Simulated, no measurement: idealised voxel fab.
Process module under the name voxel transistor to metal
Xsec cut, 145 nm wide, square cell size 5 nm.
Each cross-section below is a grid of square cells, stated as bands in top-down order, with one or more rows of cells making up each band. Look at the band entry: it leads with the top's height and the bottom's height in nm. Then it lists the materials left to right, with a width in nm for each. The word "everywhere" on a single material says that material fills the band edge to edge. The word "empty" is empty space. A quick word on heights: they are counted from 0, and under that level the wafer as it came to us is one material throughout. The lowest band is different from the rest in having no bottom; it simply continues downward, written as in "z 0 and below". A width given as "30->40" starts at the first number in the band's top row and ends at the second number in its bottom row, shifting by an equal amount at every step from row to row. "no alterations made" (step): cross-section cells unchanged, all of them. "Closed void inventory": empty spaces of 8 cells or more with no open way to the top, each given as width x height at distance, distance from the left edge, all in nm. Read whatever lies past the settings on a step's line as the simulator's own remark about the step. You can add "overlay nm" to a step's line. For a step with a mask, it describes how far the mask lay to the right of its planned position, and a negative number describes a lay to the left.
plan
- 1: RECEIVE [material Si]
- 2: CONFORMAL_DEP [material SiO2] [thk nm 5]
- 3: CONFORMAL_DEP [material SiN] [thk nm 15]
- 4: DIRECTIONAL_DEP [material aC] [thk nm 10]
- 5: PATTERN [tone cover] [mask id ACTIVE] [material resist] [width nm 100] [thk nm 25] [overlay nm 0]
- 6: DIRECTIONAL_ETCH [etch materials aC] [depth nm 10]
- 7: STRIP [etch materials resist]
- 8: DIRECTIONAL_ETCH [etch materials SiN] [depth nm 15]
- 9: DIRECTIONAL_ETCH [etch materials SiO2] [depth nm 5]
- 10: DIRECTIONAL_ETCH [etch materials Si] [depth nm 20]
- 11: STRIP [etch materials aC]
- 12: FILL_DEP [material SiO2] [thk nm 15]
- 13: CMP [height nm 20]
- 14: SELECTIVE_ETCH [etch materials SiO2] [depth nm 15]
- 15: STRIP [etch materials SiN]
- 16: SELECTIVE_ETCH [etch materials SiO2] [depth nm 5]
- 17: OXIDIZE [depth nm 5]
- 18: DIRECTIONAL_DEP [material polySi] [thk nm 25]
- 19: DIRECTIONAL_DEP [material SiCN] [thk nm 10]
- 20: MASKED_ETCH [tone cover] [mask id GATE] [width nm 20] [etch materials SiCN] [depth nm 20] [overlay nm 0]
- 21: MASKED_ETCH [tone cover] [mask id GATE] [width nm 20] [etch materials polySi] [depth nm 35] [overlay nm 0]
- 22: CONFORMAL_DEP [material SiO2] [thk nm 5]
- 23: DIRECTIONAL_ETCH [etch materials SiO2] [depth nm 5]
- 24: CONFORMAL_DEP [material SiN] [thk nm 10]
- 25: DIRECTIONAL_ETCH [etch materials SiN] [depth nm 10]
- 26: DIRECTIONAL_ETCH [etch materials SiO2] [depth nm 5]
- 27: DIRECTIONAL_ETCH [etch materials Si] [depth nm 5]
- 28: EPI [material pSi] [thk nm 10]
- 29: FILL_DEP [material SiO2] [thk nm 10]
- 30: CMP [height nm 35]
- 31: DIRECTIONAL_DEP [material SiO2] [thk nm 15]
- 32: MASKED_ETCH [tone open] [mask id CONTACT] [width nm 20] [pitch nm 70] [etch materials SiO2] [depth nm 50] [overlay nm 0]
- 33: CONFORMAL_DEP [material TiN] [thk nm 5]
- 34: FILL_DEP [material W] [thk nm 10]
- 35: CMP [height nm 50]
- 36: CONFORMAL_DEP [material SiN] [thk nm 5]
- 37: DIRECTIONAL_DEP [material lowk] [thk nm 15]
- 38: MASKED_ETCH [tone open] [mask id METAL_1] [width nm 20] [pitch nm 70] [etch materials lowk] [depth nm 15] [overlay nm 0]
- 39: MASKED_ETCH [tone open] [mask id METAL_1] [width nm 20] [pitch nm 70] [etch materials SiN] [depth nm 5] [overlay nm 0]
- 40: CONFORMAL_DEP [material TiN] [thk nm 5]
- 41: FILL_DEP [material Cu] [thk nm 10]
- 42: CMP [height nm 70]
- 43: CONFORMAL_DEP [material SiCN] [thk nm 5]
- 44: DIRECTIONAL_DEP [material lowk] [thk nm 30]
- 45: DIRECTIONAL_DEP [material aC] [thk nm 10]
- 46: PATTERN [tone open] [mask id METAL_2] [material resist] [width nm 20] [pitch nm 70] [thk nm 30] [overlay nm 0]
- 47: DIRECTIONAL_ETCH [etch materials aC] [depth nm 10]
- 48: STRIP [etch materials resist]
- 49: DIRECTIONAL_ETCH [etch materials lowk] [depth nm 15]
- 50: STRIP [etch materials aC]
- 51: DIRECTIONAL_DEP [material aC] [thk nm 10]
- 52: PATTERN [tone open] [mask id METAL_2_HOLES] [material resist] [width nm 15] [pitch nm 70] [thk nm 30] [overlay nm 0]
- 53: DIRECTIONAL_ETCH [etch materials aC] [depth nm 10]
- 54: STRIP [etch materials resist]
- 55: DIRECTIONAL_ETCH [etch materials lowk] [depth nm 15]
- 56: DIRECTIONAL_ETCH [etch materials SiCN] [depth nm 5]
- 57: STRIP [etch materials aC]
- 58: CONFORMAL_DEP [material TiN] [thk nm 5]
- 59: FILL_DEP [material Ru] [thk nm 10]
- 60: CMP [height nm 105]
- 61: CONFORMAL_DEP [material SiCN] [thk nm 5]
The first wafer of two, processed as planned
Cross-section of the wafer at receipt, which is the condition after step 1
* z 0 and below = Si everywhere
* Closed void inventory: none
Cross-section: wafer state after step 2
* z 5 to 0 = SiO2 everywhere
* Nothing below the height 0 has changed.
Cross-section: wafer state after step 3
* z 20 to 5 = SiN everywhere
* Nothing below the height 5 has changed.
Cross-section: wafer state after step 4
* z 30 to 20 = aC everywhere
* Nothing below the height 20 has changed.
Cross-section: wafer state after step 5
* z 55 to 30 = empty=20; resist=100; empty=25
* Nothing below the height 30 has changed.
Cross-section: wafer state after step 6
* z 45 to 30 = empty=20; resist=100; empty=25
* z 30 to 20 = empty=20; aC=100; empty=25
* Nothing below the height 20 has changed.
Cross-section: wafer state after step 7
* z 30 to 20 = empty=20; aC=100; empty=25
* Nothing below the height 20 has changed.
Cross-section: wafer state after step 8
* z 30 to 20 = empty=20; aC=100; empty=25
* z 20 to 5 = empty=20; SiN=100; empty=25
* Nothing below the height 5 has changed.
Cross-section: wafer state after step 9
* z 30 to 20 = empty=20; aC=100; empty=25
* z 20 to 5 = empty=20; SiN=100; empty=25
* z 5 to 0 = empty=20; SiO2=100; empty=25
* Nothing below the height 0 has changed.
Cross-section: wafer state after step 10
* z 30 to 20 = empty=20; aC=100; empty=25
* z 20 to 5 = empty=20; SiN=100; empty=25
* z 5 to 0 = empty=20; SiO2=100; empty=25
* z 0 to -20 = empty=20; Si=100; empty=25
* Nothing below the height -20 has changed.
Cross-section: wafer state after step 11
* z 20 to 5 = empty=20; SiN=100; empty=25
* Nothing below the height 5 has changed.
Cross-section: wafer state after step 12
* z 35 to 20 = SiO2 everywhere
* z 20 to 5 = SiO2=20; SiN=100; SiO2=25
* z 5 to 0 = SiO2 everywhere
* z 0 to -20 = SiO2=20; Si=100; SiO2=25
* Nothing below the height -20 has changed.
Cross-section: wafer state after step 13
* z 20 to 5 = SiO2=20; SiN=100; SiO2=25
* Nothing below the height 5 has changed.
Cross-section: wafer state after step 14
* z 20 to 5 = empty=20; SiN=100; empty=25
* Nothing below the height 5 has changed.
Cross-section: wafer state after step 15
* z 5 to 0 = SiO2 everywhere
* Nothing below the height 0 has changed.
Cross-section: wafer state after step 16
* z 0 to -20 = SiO2=20; Si=100; SiO2=25
* Nothing below the height -20 has changed.
Cross-section: wafer state after step 17
* z 0 to -5 = SiO2 everywhere
* Nothing below the height -5 has changed.
Cross-section: wafer state after step 18
* z 25 to 0 = polySi everywhere
* Nothing below the height 0 has changed.
Cross-section: wafer state after step 19
* z 35 to 25 = SiCN everywhere
* Nothing below the height 25 has changed.
Cross-section: wafer state after step 20
* z 35 to 25 = empty=60; SiCN=20; empty=65
* Nothing below the height 25 has changed.
Cross-section: wafer state after step 21
* z 35 to 25 = empty=60; SiCN=20; empty=65
* z 25 to 0 = empty=60; polySi=20; empty=65
* Nothing below the height 0 has changed.
Cross-section: wafer state after step 22
* z 40 to 35 = empty=55; SiO2=30; empty=60
* z 35 to 25 = empty=55; SiO2=5; SiCN=20; SiO2=5; empty=60
* z 25 to 5 = empty=55; SiO2=5; polySi=20; SiO2=5; empty=60
* z 5 to 0 = SiO2=60; polySi=20; SiO2=65
* Nothing below the height 0 has changed.
Cross-section: wafer state after step 23
* z 35 to 25 = empty=55; SiO2=5; SiCN=20; SiO2=5; empty=60
* z 25 to 0 = empty=55; SiO2=5; polySi=20; SiO2=5; empty=60
* Nothing below the height 0 has changed.
Cross-section: wafer state after step 24
* z 45 to 35 = empty=45; SiN=50; empty=50
* z 35 to 25 = empty=45; SiN=10; SiO2=5; SiCN=20; SiO2=5; SiN=10; empty=50
* z 25 to 10 = empty=45; SiN=10; SiO2=5; polySi=20; SiO2=5; SiN=10; empty=50
* z 10 to 0 = SiN=55; SiO2=5; polySi=20; SiO2=5; SiN=60
* Nothing below the height 0 has changed.
Cross-section: wafer state after step 25
* z 35 to 25 = empty=45; SiN=10; SiO2=5; SiCN=20; SiO2=5; SiN=10; empty=50
* z 25 to 0 = empty=45; SiN=10; SiO2=5; polySi=20; SiO2=5; SiN=10; empty=50
* Nothing below the height 0 has changed.
Cross-section: wafer state after step 26
* z 35 to 30 = empty=45; SiN=10; empty=5; SiCN=20; empty=5; SiN=10; empty=50
* z 30 to 25 = empty=45; SiN=10; SiO2=5; SiCN=20; SiO2=5; SiN=10; empty=50
* z 25 to 0 = empty=45; SiN=10; SiO2=5; polySi=20; SiO2=5; SiN=10; empty=50
* z 0 to -5 = empty=45; SiO2=50; empty=50
* Nothing below the height -5 has changed.
Cross-section: wafer state after step 27
* z 35 to 30 = empty=45; SiN=10; empty=5; SiCN=20; empty=5; SiN=10; empty=50
* z 30 to 25 = empty=45; SiN=10; SiO2=5; SiCN=20; SiO2=5; SiN=10; empty=50
* z 25 to 0 = empty=45; SiN=10; SiO2=5; polySi=20; SiO2=5; SiN=10; empty=50
* z 0 to -5 = empty=45; SiO2=50; empty=50
* z -5 to -10 = SiO2=20; empty=25; Si=50; empty=25; SiO2=25
* Nothing below the height -10 has changed.
Cross-section: wafer state after step 28
* z 35 to 30 = empty=45; SiN=10; empty=5; SiCN=20; empty=5; SiN=10; empty=50
* z 30 to 25 = empty=45; SiN=10; SiO2=5; SiCN=20; SiO2=5; SiN=10; empty=50
* z 25 to 5 = empty=45; SiN=10; SiO2=5; polySi=20; SiO2=5; SiN=10; empty=50
* z 5 to 0 = empty=35; pSi=10; SiN=10; SiO2=5; polySi=20; SiO2=5; SiN=10; pSi=10; empty=40
* z 0 to -5 = empty=15; pSi=30; SiO2=50; pSi=30; empty=20
* z -5 to -10 = SiO2=20; pSi=25; Si=50; pSi=25; SiO2=25
* Nothing below the height -10 has changed.
Cross-section: wafer state after step 29
* z 45 to 35 = SiO2 everywhere
* z 35 to 25 = SiO2=45; SiN=10; SiO2=5; SiCN=20; SiO2=5; SiN=10; SiO2=50
* z 25 to 5 = SiO2=45; SiN=10; SiO2=5; polySi=20; SiO2=5; SiN=10; SiO2=50
* z 5 to 0 = SiO2=35; pSi=10; SiN=10; SiO2=5; polySi=20; SiO2=5; SiN=10; pSi=10; SiO2=40
* z 0 to -5 = SiO2=15; pSi=30; SiO2=50; pSi=30; SiO2=20
* Nothing below the height -5 has changed.
Cross-section: wafer state after step 30
* z 35 to 25 = SiO2=45; SiN=10; SiO2=5; SiCN=20; SiO2=5; SiN=10; SiO2=50
* Nothing below the height 25 has changed.
Cross-section: wafer state after step 31
* z 50 to 35 = SiO2 everywhere
* Nothing below the height 35 has changed.
Cross-section: wafer state after step 32
* z 50 to 35 = SiO2=25; empty=20; SiO2=50; empty=20; SiO2=30
* z 35 to 25 = SiO2=25; empty=20; SiN=10; SiO2=5; SiCN=20; SiO2=5; SiN=10; empty=20; SiO2=30
* z 25 to 5 = SiO2=25; empty=20; SiN=10; SiO2=5; polySi=20; SiO2=5; SiN=10; empty=20; SiO2=30
* z 5 to 0 = SiO2=25; empty=10; pSi=10; SiN=10; SiO2=5; polySi=20; SiO2=5; SiN=10; pSi=10; empty=10; SiO2=30
* Nothing below the height 0 has changed.
Cross-section: wafer state after step 33
* z 55 to 50 = TiN=30; empty=10; TiN=60; empty=10; TiN=35
* z 50 to 35 = SiO2=25; TiN=5; empty=10; TiN=5; SiO2=50; TiN=5; empty=10; TiN=5; SiO2=30
* z 35 to 25 = SiO2=25; TiN=5; empty=10; TiN=5; SiN=10; SiO2=5; SiCN=20; SiO2=5; SiN=10; TiN=5; empty=10; TiN=5; SiO2=30
* z 25 to 10 = SiO2=25; TiN=5; empty=10; TiN=5; SiN=10; SiO2=5; polySi=20; SiO2=5; SiN=10; TiN=5; empty=10; TiN=5; SiO2=30
* z 10 to 5 = SiO2=25; TiN=20; SiN=10; SiO2=5; polySi=20; SiO2=5; SiN=10; TiN=20; SiO2=30
* z 5 to 0 = SiO2=25; TiN=10; pSi=10; SiN=10; SiO2=5; polySi=20; SiO2=5; SiN=10; pSi=10; TiN=10; SiO2=30
* Nothing below the height 0 has changed.
Cross-section: wafer state after step 34
* z 65 to 55 = W everywhere
* z 55 to 50 = TiN=30; W=10; TiN=60; W=10; TiN=35
* z 50 to 35 = SiO2=25; TiN=5; W=10; TiN=5; SiO2=50; TiN=5; W=10; TiN=5; SiO2=30
* z 35 to 25 = SiO2=25; TiN=5; W=10; TiN=5; SiN=10; SiO2=5; SiCN=20; SiO2=5; SiN=10; TiN=5; W=10; TiN=5; SiO2=30
* z 25 to 10 = SiO2=25; TiN=5; W=10; TiN=5; SiN=10; SiO2=5; polySi=20; SiO2=5; SiN=10; TiN=5; W=10; TiN=5; SiO2=30
* Nothing below the height 10 has changed.
Cross-section: wafer state after step 35
* z 50 to 35 = SiO2=25; TiN=5; W=10; TiN=5; SiO2=50; TiN=5; W=10; TiN=5; SiO2=30
* Nothing below the height 35 has changed.
Cross-section: wafer state after step 36
* z 55 to 50 = SiN everywhere
* Nothing below the height 50 has changed.
Cross-section: wafer state after step 37
* z 70 to 55 = lowk everywhere
* Nothing below the height 55 has changed.
Cross-section: wafer state after step 38
* z 70 to 55 = lowk=25; empty=20; lowk=50; empty=20; lowk=30
* Nothing below the height 55 has changed.
Cross-section: wafer state after step 39
* z 70 to 55 = lowk=25; empty=20; lowk=50; empty=20; lowk=30
* z 55 to 50 = SiN=25; empty=20; SiN=50; empty=20; SiN=30
* Nothing below the height 50 has changed.
Cross-section: wafer state after step 40
* z 75 to 70 = TiN=30; empty=10; TiN=60; empty=10; TiN=35
* z 70 to 55 = lowk=25; TiN=5; empty=10; TiN=5; lowk=50; TiN=5; empty=10; TiN=5; lowk=30
* z 55 to 50 = SiN=25; TiN=20; SiN=50; TiN=20; SiN=30
* Nothing below the height 50 has changed.
Cross-section: wafer state after step 41
* z 85 to 75 = Cu everywhere
* z 75 to 70 = TiN=30; Cu=10; TiN=60; Cu=10; TiN=35
* z 70 to 55 = lowk=25; TiN=5; Cu=10; TiN=5; lowk=50; TiN=5; Cu=10; TiN=5; lowk=30
* Nothing below the height 55 has changed.
Cross-section: wafer state after step 42
* z 70 to 55 = lowk=25; TiN=5; Cu=10; TiN=5; lowk=50; TiN=5; Cu=10; TiN=5; lowk=30
* Nothing below the height 55 has changed.
Cross-section: wafer state after step 43
* z 75 to 70 = SiCN everywhere
* Nothing below the height 70 has changed.
Cross-section: wafer state after step 44
* z 105 to 75 = lowk everywhere
* Nothing below the height 75 has changed.
Cross-section: wafer state after step 45
* z 115 to 105 = aC everywhere
* Nothing below the height 105 has changed.
Cross-section: wafer state after step 46
* z 145 to 115 = resist=25; empty=20; resist=50; empty=20; resist=30
* Nothing below the height 115 has changed.
Cross-section: wafer state after step 47
* z 135 to 115 = resist=25; empty=20; resist=50; empty=20; resist=30
* z 115 to 105 = aC=25; empty=20; aC=50; empty=20; aC=30
* Nothing below the height 105 has changed.
Cross-section: wafer state after step 48
* z 115 to 105 = aC=25; empty=20; aC=50; empty=20; aC=30
* Nothing below the height 105 has changed.
Cross-section: wafer state after step 49
* z 115 to 105 = aC=25; empty=20; aC=50; empty=20; aC=30
* z 105 to 90 = lowk=25; empty=20; lowk=50; empty=20; lowk=30
* Nothing below the height 90 has changed.
Cross-section: wafer state after step 50
* z 105 to 90 = lowk=25; empty=20; lowk=50; empty=20; lowk=30
* Nothing below the height 90 has changed.
Cross-section: wafer state after step 51
* z 115 to 105 = aC=25; empty=20; aC=50; empty=20; aC=30
* z 105 to 100 = lowk=25; empty=20; lowk=50; empty=20; lowk=30
* z 100 to 90 = lowk=25; aC=20; lowk=50; aC=20; lowk=30
* Nothing below the height 90 has changed.
Cross-section: wafer state after step 52
* z 145 to 115 = resist=25; empty=15; resist=55; empty=15; resist=35
* z 115 to 105 = aC=25; empty=15; resist=5; aC=50; empty=15; resist=5; aC=30
* z 105 to 100 = lowk=25; empty=15; resist=5; lowk=50; empty=15; resist=5; lowk=30
* Nothing below the height 100 has changed.
Cross-section: wafer state after step 53
* z 135 to 115 = resist=25; empty=15; resist=55; empty=15; resist=35
* z 115 to 105 = aC=25; empty=15; resist=5; aC=50; empty=15; resist=5; aC=30
* z 105 to 100 = lowk=25; empty=15; resist=5; lowk=50; empty=15; resist=5; lowk=30
* z 100 to 90 = lowk=25; empty=15; aC=5; lowk=50; empty=15; aC=5; lowk=30
* Nothing below the height 90 has changed.
Cross-section: wafer state after step 54
* z 115 to 105 = aC=25; empty=20; aC=50; empty=20; aC=30
* z 105 to 100 = lowk=25; empty=20; lowk=50; empty=20; lowk=30
* Nothing below the height 100 has changed.
Cross-section: wafer state after step 55
* z 115 to 105 = aC=25; empty=20; aC=50; empty=20; aC=30
* z 105 to 100 = lowk=25; empty=20; lowk=50; empty=20; lowk=30
* z 100 to 90 = lowk=25; empty=15; aC=5; lowk=50; empty=15; aC=5; lowk=30
* z 90 to 75 = lowk=25; empty=15; lowk=55; empty=15; lowk=35
* Nothing below the height 75 has changed.
Cross-section: wafer state after step 56
* z 115 to 105 = aC=25; empty=20; aC=50; empty=20; aC=30
* z 105 to 100 = lowk=25; empty=20; lowk=50; empty=20; lowk=30
* z 100 to 90 = lowk=25; empty=15; aC=5; lowk=50; empty=15; aC=5; lowk=30
* z 90 to 75 = lowk=25; empty=15; lowk=55; empty=15; lowk=35
* z 75 to 70 = SiCN=25; empty=15; SiCN=55; empty=15; SiCN=35
* Nothing below the height 70 has changed.
Cross-section: wafer state after step 57
* z 105 to 90 = lowk=25; empty=20; lowk=50; empty=20; lowk=30
* Nothing below the height 90 has changed.
Cross-section: wafer state after step 58
* z 110 to 105 = TiN=30; empty=10; TiN=60; empty=10; TiN=35
* z 105 to 95 = lowk=25; TiN=5; empty=10; TiN=5; lowk=50; TiN=5; empty=10; TiN=5; lowk=30
* z 95 to 90 = lowk=25; TiN=5; empty=5; TiN=10; lowk=50; TiN=5; empty=5; TiN=10; lowk=30
* z 90 to 75 = lowk=25; TiN=5; empty=5; TiN=5; lowk=55; TiN=5; empty=5; TiN=5; lowk=35
* z 75 to 70 = SiCN=25; TiN=15; SiCN=55; TiN=15; SiCN=35
* Nothing below the height 70 has changed.
Cross-section: wafer state after step 59
* z 120 to 110 = Ru everywhere
* z 110 to 105 = TiN=30; Ru=10; TiN=60; Ru=10; TiN=35
* z 105 to 95 = lowk=25; TiN=5; Ru=10; TiN=5; lowk=50; TiN=5; Ru=10; TiN=5; lowk=30
* z 95 to 90 = lowk=25; TiN=5; Ru=5; TiN=10; lowk=50; TiN=5; Ru=5; TiN=10; lowk=30
* z 90 to 75 = lowk=25; TiN=5; Ru=5; TiN=5; lowk=55; TiN=5; Ru=5; TiN=5; lowk=35
* Nothing below the height 75 has changed.
Cross-section: wafer state after step 60
* z 105 to 95 = lowk=25; TiN=5; Ru=10; TiN=5; lowk=50; TiN=5; Ru=10; TiN=5; lowk=30
* Nothing below the height 95 has changed.
Cross-section: wafer state after step 61
* z 110 to 105 = SiCN everywhere
* Nothing below the height 105 has changed.
The second wafer: identical to the first at the outset and in its planned sequence, differing only in that one mistake was made during processing; up to and including step 31, its path is the first wafer's path
Second wafer, sectioned view, at step 32's planned end time
* z 50 to 35 = SiO2=25; empty=25; SiO2=45; empty=25; SiO2=25
* z 35 to 25 = SiO2=25; empty=20; SiN=10; SiO2=5; SiCN=20; SiO2=5; SiN=10; empty=25; SiO2=25
* z 25 to 5 = SiO2=25; empty=20; SiN=10; SiO2=5; polySi=20; SiO2=5; SiN=10; empty=25; SiO2=25
* z 5 to 0 = SiO2=25; empty=10; pSi=10; SiN=10; SiO2=5; polySi=20; SiO2=5; SiN=10; pSi=10; empty=15; SiO2=25
* Nothing below the height 0 has changed.
Second wafer, sectioned view, at step 33's planned end time
* z 55 to 50 = TiN=30; empty=15; TiN=55; empty=15; TiN=30
* z 50 to 40 = SiO2=25; TiN=5; empty=15; TiN=5; SiO2=45; TiN=5; empty=15; TiN=5; SiO2=25
* z 40 to 35 = SiO2=25; TiN=5; empty=10; TiN=10; SiO2=45; TiN=5; empty=15; TiN=5; SiO2=25
* z 35 to 25 = SiO2=25; TiN=5; empty=10; TiN=5; SiN=10; SiO2=5; SiCN=20; SiO2=5; SiN=10; TiN=5; empty=15; TiN=5; SiO2=25
* z 25 to 10 = SiO2=25; TiN=5; empty=10; TiN=5; SiN=10; SiO2=5; polySi=20; SiO2=5; SiN=10; TiN=5; empty=15; TiN=5; SiO2=25
* z 10 to 5 = SiO2=25; TiN=20; SiN=10; SiO2=5; polySi=20; SiO2=5; SiN=10; TiN=15; empty=5; TiN=5; SiO2=25
* z 5 to 0 = SiO2=25; TiN=10; pSi=10; SiN=10; SiO2=5; polySi=20; SiO2=5; SiN=10; pSi=10; TiN=15; SiO2=25
* Nothing below the height 0 has changed.
Second wafer, sectioned view, at step 34's planned end time
* z 65 to 55 = W everywhere
* z 55 to 50 = TiN=30; W=15; TiN=55; W=15; TiN=30
* z 50 to 40 = SiO2=25; TiN=5; W=15; TiN=5; SiO2=45; TiN=5; W=15; TiN=5; SiO2=25
* z 40 to 35 = SiO2=25; TiN=5; W=10; TiN=10; SiO2=45; TiN=5; W=15; TiN=5; SiO2=25
* z 35 to 25 = SiO2=25; TiN=5; W=10; TiN=5; SiN=10; SiO2=5; SiCN=20; SiO2=5; SiN=10; TiN=5; W=15; TiN=5; SiO2=25
* z 25 to 10 = SiO2=25; TiN=5; W=10; TiN=5; SiN=10; SiO2=5; polySi=20; SiO2=5; SiN=10; TiN=5; W=15; TiN=5; SiO2=25
* z 10 to 5 = SiO2=25; TiN=20; SiN=10; SiO2=5; polySi=20; SiO2=5; SiN=10; TiN=15; W=5; TiN=5; SiO2=25
* Nothing below the height 5 has changed.
Second wafer, sectioned view, at step 35's planned end time
* z 50 to 40 = SiO2=25; TiN=5; W=15; TiN=5; SiO2=45; TiN=5; W=15; TiN=5; SiO2=25
* Nothing below the height 40 has changed.
Second wafer, sectioned view, at step 36's planned end time
* z 55 to 50 = SiN everywhere
* Nothing below the height 50 has changed.
Second wafer, sectioned view, at step 37's planned end time
* z 70 to 55 = lowk everywhere
* Nothing below the height 55 has changed.
Second wafer, sectioned view, at step 38's planned end time
* z 70 to 55 = lowk=25; empty=20; lowk=50; empty=20; lowk=30
* Nothing below the height 55 has changed.
Second wafer, sectioned view, at step 39's planned end time
* z 70 to 55 = lowk=25; empty=20; lowk=50; empty=20; lowk=30
* z 55 to 50 = SiN=25; empty=20; SiN=50; empty=20; SiN=30
* Nothing below the height 50 has changed.
Second wafer, sectioned view, at step 40's planned end time
* z 75 to 70 = TiN=30; empty=10; TiN=60; empty=10; TiN=35
* z 70 to 55 = lowk=25; TiN=5; empty=10; TiN=5; lowk=50; TiN=5; empty=10; TiN=5; lowk=30
* z 55 to 50 = SiN=25; TiN=20; SiN=50; TiN=20; SiN=30
* Nothing below the height 50 has changed.
Second wafer, sectioned view, at step 41's planned end time
* z 85 to 75 = Cu everywhere
* z 75 to 70 = TiN=30; Cu=10; TiN=60; Cu=10; TiN=35
* z 70 to 55 = lowk=25; TiN=5; Cu=10; TiN=5; lowk=50; TiN=5; Cu=10; TiN=5; lowk=30
* Nothing below the height 55 has changed.
Second wafer, sectioned view, at step 42's planned end time
* z 70 to 55 = lowk=25; TiN=5; Cu=10; TiN=5; lowk=50; TiN=5; Cu=10; TiN=5; lowk=30
* Nothing below the height 55 has changed.
Second wafer, sectioned view, at step 43's planned end time
* z 75 to 70 = SiCN everywhere
* Nothing below the height 70 has changed.
Second wafer, sectioned view, at step 44's planned end time
* z 105 to 75 = lowk everywhere
* Nothing below the height 75 has changed.
Second wafer, sectioned view, at step 45's planned end time
* z 115 to 105 = aC everywhere
* Nothing below the height 105 has changed.
Second wafer, sectioned view, at step 46's planned end time
* z 145 to 115 = resist=25; empty=20; resist=50; empty=20; resist=30
* Nothing below the height 115 has changed.
Second wafer, sectioned view, at step 47's planned end time
* z 135 to 115 = resist=25; empty=20; resist=50; empty=20; resist=30
* z 115 to 105 = aC=25; empty=20; aC=50; empty=20; aC=30
* Nothing below the height 105 has changed.
Second wafer, sectioned view, at step 48's planned end time
* z 115 to 105 = aC=25; empty=20; aC=50; empty=20; aC=30
* Nothing below the height 105 has changed.
Second wafer, sectioned view, at step 49's planned end time
* z 115 to 105 = aC=25; empty=20; aC=50; empty=20; aC=30
* z 105 to 90 = lowk=25; empty=20; lowk=50; empty=20; lowk=30
* Nothing below the height 90 has changed.
Second wafer, sectioned view, at step 50's planned end time
* z 105 to 90 = lowk=25; empty=20; lowk=50; empty=20; lowk=30
* Nothing below the height 90 has changed.
Second wafer, sectioned view, at step 51's planned end time
* z 115 to 105 = aC=25; empty=20; aC=50; empty=20; aC=30
* z 105 to 100 = lowk=25; empty=20; lowk=50; empty=20; lowk=30
* z 100 to 90 = lowk=25; aC=20; lowk=50; aC=20; lowk=30
* Nothing below the height 90 has changed.
Second wafer, sectioned view, at step 52's planned end time
* z 145 to 115 = resist=25; empty=15; resist=55; empty=15; resist=35
* z 115 to 105 = aC=25; empty=15; resist=5; aC=50; empty=15; resist=5; aC=30
* z 105 to 100 = lowk=25; empty=15; resist=5; lowk=50; empty=15; resist=5; lowk=30
* Nothing below the height 100 has changed.
Second wafer, sectioned view, at step 53's planned end time
* z 135 to 115 = resist=25; empty=15; resist=55; empty=15; resist=35
* z 115 to 105 = aC=25; empty=15; resist=5; aC=50; empty=15; resist=5; aC=30
* z 105 to 100 = lowk=25; empty=15; resist=5; lowk=50; empty=15; resist=5; lowk=30
* z 100 to 90 = lowk=25; empty=15; aC=5; lowk=50; empty=15; aC=5; lowk=30
* Nothing below the height 90 has changed.
Second wafer, sectioned view, at step 54's planned end time
* z 115 to 105 = aC=25; empty=20; aC=50; empty=20; aC=30
* z 105 to 100 = lowk=25; empty=20; lowk=50; empty=20; lowk=30
* Nothing below the height 100 has changed.
Second wafer, sectioned view, at step 55's planned end time
* z 115 to 105 = aC=25; empty=20; aC=50; empty=20; aC=30
* z 105 to 100 = lowk=25; empty=20; lowk=50; empty=20; lowk=30
* z 100 to 90 = lowk=25; empty=15; aC=5; lowk=50; empty=15; aC=5; lowk=30
* z 90 to 75 = lowk=25; empty=15; lowk=55; empty=15; lowk=35
* Nothing below the height 75 has changed.
Second wafer, sectioned view, at step 56's planned end time
* z 115 to 105 = aC=25; empty=20; aC=50; empty=20; aC=30
* z 105 to 100 = lowk=25; empty=20; lowk=50; empty=20; lowk=30
* z 100 to 90 = lowk=25; empty=15; aC=5; lowk=50; empty=15; aC=5; lowk=30
* z 90 to 75 = lowk=25; empty=15; lowk=55; empty=15; lowk=35
* z 75 to 70 = SiCN=25; empty=15; SiCN=55; empty=15; SiCN=35
* Nothing below the height 70 has changed.
Second wafer, sectioned view, at step 57's planned end time
* z 105 to 90 = lowk=25; empty=20; lowk=50; empty=20; lowk=30
* Nothing below the height 90 has changed.
Second wafer, sectioned view, at step 58's planned end time
* z 110 to 105 = TiN=30; empty=10; TiN=60; empty=10; TiN=35
* z 105 to 95 = lowk=25; TiN=5; empty=10; TiN=5; lowk=50; TiN=5; empty=10; TiN=5; lowk=30
* z 95 to 90 = lowk=25; TiN=5; empty=5; TiN=10; lowk=50; TiN=5; empty=5; TiN=10; lowk=30
* z 90 to 75 = lowk=25; TiN=5; empty=5; TiN=5; lowk=55; TiN=5; empty=5; TiN=5; lowk=35
* z 75 to 70 = SiCN=25; TiN=15; SiCN=55; TiN=15; SiCN=35
* Nothing below the height 70 has changed.
Second wafer, sectioned view, at step 59's planned end time
* z 120 to 110 = Ru everywhere
* z 110 to 105 = TiN=30; Ru=10; TiN=60; Ru=10; TiN=35
* z 105 to 95 = lowk=25; TiN=5; Ru=10; TiN=5; lowk=50; TiN=5; Ru=10; TiN=5; lowk=30
* z 95 to 90 = lowk=25; TiN=5; Ru=5; TiN=10; lowk=50; TiN=5; Ru=5; TiN=10; lowk=30
* z 90 to 75 = lowk=25; TiN=5; Ru=5; TiN=5; lowk=55; TiN=5; Ru=5; TiN=5; lowk=35
* Nothing below the height 75 has changed.
Second wafer, sectioned view, at step 60's planned end time
* z 105 to 95 = lowk=25; TiN=5; Ru=10; TiN=5; lowk=50; TiN=5; Ru=10; TiN=5; lowk=30
* Nothing below the height 95 has changed.
Second wafer, sectioned view, at step 61's planned end time
* z 110 to 105 = SiCN everywhere
* Nothing below the height 105 has changed.
It is concluded that the wafer was processed incorrectly with respect to the plan, in that rather than as planned, step 32 actually ran as MASKED_ETCH [tone open] [mask id CONTACT] [width nm 25] [pitch nm 70] [etch materials SiO2] [depth nm 50] [overlay nm 0]
The second wafer ends with more or fewer cells of some materials than the first, per final count: -13 SiO2, +2 TiN, +11 W
